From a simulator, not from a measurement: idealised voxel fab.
Module name: voxel trench capacitor (process module)
250 nm wide, 5 nm square cells: that's cross-section cut.
Notation: cross-section as square-cell grid; stated in bands, top first, going down; one or more cell rows per band. Each band's line starts with the height of the band's top and of its bottom, in nm. Then come its materials from left to right, each with its width in nm. One material with "everywhere" fills the band from edge to edge. "empty" is empty space. Note: height 0 marks the level under which the wafer is uniformly one material as received. Lowest band unbounded below, written "z 0 and below". So if you see something like "30 to 40" for the width, read it as the top row of the band sitting at the first number and the bottom row at the second, with every row in between moving by the same amount as the last. Take "no modifications" at face value: in the step it is given for, the cross-section changed in none of its cells. Closed empty spaces (no open way to the top) of 8 cells or more are what "Cavities, closed" lists, each as width x height at distance from the left edge, nm for all three. Note: text after step settings on the step line = simulator remark on that step. When a step includes a mask, the "overlay nm" setting on its line states how far to the right of its planned place that mask lay, and negative values state how far to the left.
The process steps that were planned are listed below
step 1: RECEIVE with material Si
step 2: CONFORMAL_DEP with material SiN, thk nm 10
step 3: DIRECTIONAL_DEP with material aC, thk nm 15
step 4: PATTERN with tone open, mask id TRENCH, material resist, width nm 25, pitch nm 50, thk nm 35, overlay nm 0
step 5: DIRECTIONAL_ETCH with etch materials aC, depth nm 15
step 6: STRIP with etch materials resist
step 7: DIRECTIONAL_ETCH with etch materials SiN, depth nm 10
step 8: DIRECTIONAL_ETCH with etch materials Si, depth nm 25
step 9: STRIP with etch materials aC
step 10: CONFORMAL_DEP with material SiO2, thk nm 5
step 11: FILL_DEP with material polySi, thk nm 5
step 12: CMP with height nm 10
Run as planned: first of two wafers
Wafer as received: cross-section following step 1
* z 0 and below = Si everywhere
* Cavities, closed: none
after step 2
* z 10 to 0 = SiN everywhere
* Beneath the level 0, the cross-section is identical to its previous state.
after step 3
* z 25 to 10 = aC everywhere
* Beneath the level 10, the cross-section is identical to its previous state.
after step 4
* z 60 to 25 = resist 85, empty 25, resist 25, empty 25, resist 90
* Beneath the level 25, the cross-section is identical to its previous state.
after step 5
* z 45 to 25 = resist 85, empty 25, resist 25, empty 25, resist 90
* z 25 to 10 = aC 85, empty 25, aC 25, empty 25, aC 90
* Beneath the level 10, the cross-section is identical to its previous state.
after step 6
* z 25 to 10 = aC 85, empty 25, aC 25, empty 25, aC 90
* Beneath the level 10, the cross-section is identical to its previous state.
after step 7
* z 25 to 10 = aC 85, empty 25, aC 25, empty 25, aC 90
* z 10 to 0 = SiN 85, empty 25, SiN 25, empty 25, SiN 90
* Beneath the level 0, the cross-section is identical to its previous state.
after step 8
* z 25 to 10 = aC 85, empty 25, aC 25, empty 25, aC 90
* z 10 to 0 = SiN 85, empty 25, SiN 25, empty 25, SiN 90
* z 0 to -25 = Si 85, empty 25, Si 25, empty 25, Si 90
* Beneath the level -25, the cross-section is identical to its previous state.
after step 9
* z 10 to 0 = SiN 85, empty 25, SiN 25, empty 25, SiN 90
* Beneath the level 0, the cross-section is identical to its previous state.
after step 10
* z 15 to 10 = SiO2 90, empty 15, SiO2 35, empty 15, SiO2 95
* z 10 to 0 = SiN 85, SiO2 5, empty 15, SiO2 5, SiN 25, SiO2 5, empty 15, SiO2 5, SiN 90
* z 0 to -20 = Si 85, SiO2 5, empty 15, SiO2 5, Si 25, SiO2 5, empty 15, SiO2 5, Si 90
* z -20 to -25 = Si 85, SiO2 25, Si 25, SiO2 25, Si 90
* Beneath the level -25, the cross-section is identical to its previous state.
after step 11
* z 20 to 15 = polySi everywhere
* z 15 to 10 = SiO2 90, polySi 15, SiO2 35, polySi 15, SiO2 95
* z 10 to 0 = SiN 85, SiO2 5, polySi 15, SiO2 5, SiN 25, SiO2 5, polySi 15, SiO2 5, SiN 90
* z 0 to -20 = Si 85, SiO2 5, polySi 15, SiO2 5, Si 25, SiO2 5, polySi 15, SiO2 5, Si 90
* Beneath the level -20, the cross-section is identical to its previous state.
after step 12
* z 10 to 0 = SiN 85, SiO2 5, polySi 15, SiO2 5, SiN 25, SiO2 5, polySi 15, SiO2 5, SiN 90
* Beneath the level 0, the cross-section is identical to its previous state.
Companion wafer, the second of two: same beginning, same intended sequence, one mistake in carrying it out; through step 3 inclusive it tracks the first exactly
Cross-section of the second wafer at the time by which step 4 should have been completed according to the plan
* z 60 to 25 = resist 75, empty 25, resist 25, empty 25, resist 100
* Beneath the level 25, the cross-section is identical to its previous state.
Cross-section of the second wafer at the time by which step 5 should have been completed according to the plan
* z 45 to 25 = resist 75, empty 25, resist 25, empty 25, resist 100
* z 25 to 10 = aC 75, empty 25, aC 25, empty 25, aC 100
* Beneath the level 10, the cross-section is identical to its previous state.
Cross-section of the second wafer at the time by which step 6 should have been completed according to the plan
* z 25 to 10 = aC 75, empty 25, aC 25, empty 25, aC 100
* Beneath the level 10, the cross-section is identical to its previous state.
Cross-section of the second wafer at the time by which step 7 should have been completed according to the plan
* z 25 to 10 = aC 75, empty 25, aC 25, empty 25, aC 100
* z 10 to 0 = SiN 75, empty 25, SiN 25, empty 25, SiN 100
* Beneath the level 0, the cross-section is identical to its previous state.
Cross-section of the second wafer at the time by which step 8 should have been completed according to the plan
* z 25 to 10 = aC 75, empty 25, aC 25, empty 25, aC 100
* z 10 to 0 = SiN 75, empty 25, SiN 25, empty 25, SiN 100
* z 0 to -25 = Si 75, empty 25, Si 25, empty 25, Si 100
* Beneath the level -25, the cross-section is identical to its previous state.
Cross-section of the second wafer at the time by which step 9 should have been completed according to the plan
* z 10 to 0 = SiN 75, empty 25, SiN 25, empty 25, SiN 100
* Beneath the level 0, the cross-section is identical to its previous state.
Cross-section of the second wafer at the time by which step 10 should have been completed according to the plan
* z 15 to 10 = SiO2 80, empty 15, SiO2 35, empty 15, SiO2 105
* z 10 to 0 = SiN 75, SiO2 5, empty 15, SiO2 5, SiN 25, SiO2 5, empty 15, SiO2 5, SiN 100
* z 0 to -20 = Si 75, SiO2 5, empty 15, SiO2 5, Si 25, SiO2 5, empty 15, SiO2 5, Si 100
* z -20 to -25 = Si 75, SiO2 25, Si 25, SiO2 25, Si 100
* Beneath the level -25, the cross-section is identical to its previous state.
Cross-section of the second wafer at the time by which step 11 should have been completed according to the plan
* z 20 to 15 = polySi everywhere
* z 15 to 10 = SiO2 80, polySi 15, SiO2 35, polySi 15, SiO2 105
* z 10 to 0 = SiN 75, SiO2 5, polySi 15, SiO2 5, SiN 25, SiO2 5, polySi 15, SiO2 5, SiN 100
* z 0 to -20 = Si 75, SiO2 5, polySi 15, SiO2 5, Si 25, SiO2 5, polySi 15, SiO2 5, Si 100
* Beneath the level -20, the cross-section is identical to its previous state.
Cross-section of the second wafer at the time by which step 12 should have been completed according to the plan
* z 10 to 0 = SiN 75, SiO2 5, polySi 15, SiO2 5, SiN 25, SiO2 5, polySi 15, SiO2 5, SiN 100
* Beneath the level 0, the cross-section is identical to its previous state.
Processing error: step 4, actual vs plan mismatch, actual run PATTERN with tone open, mask id TRENCH, material resist, width nm 25, pitch nm 50, thk nm 35, overlay nm -10
End check, second vs first wafer: material counts in cells match, positions do not.
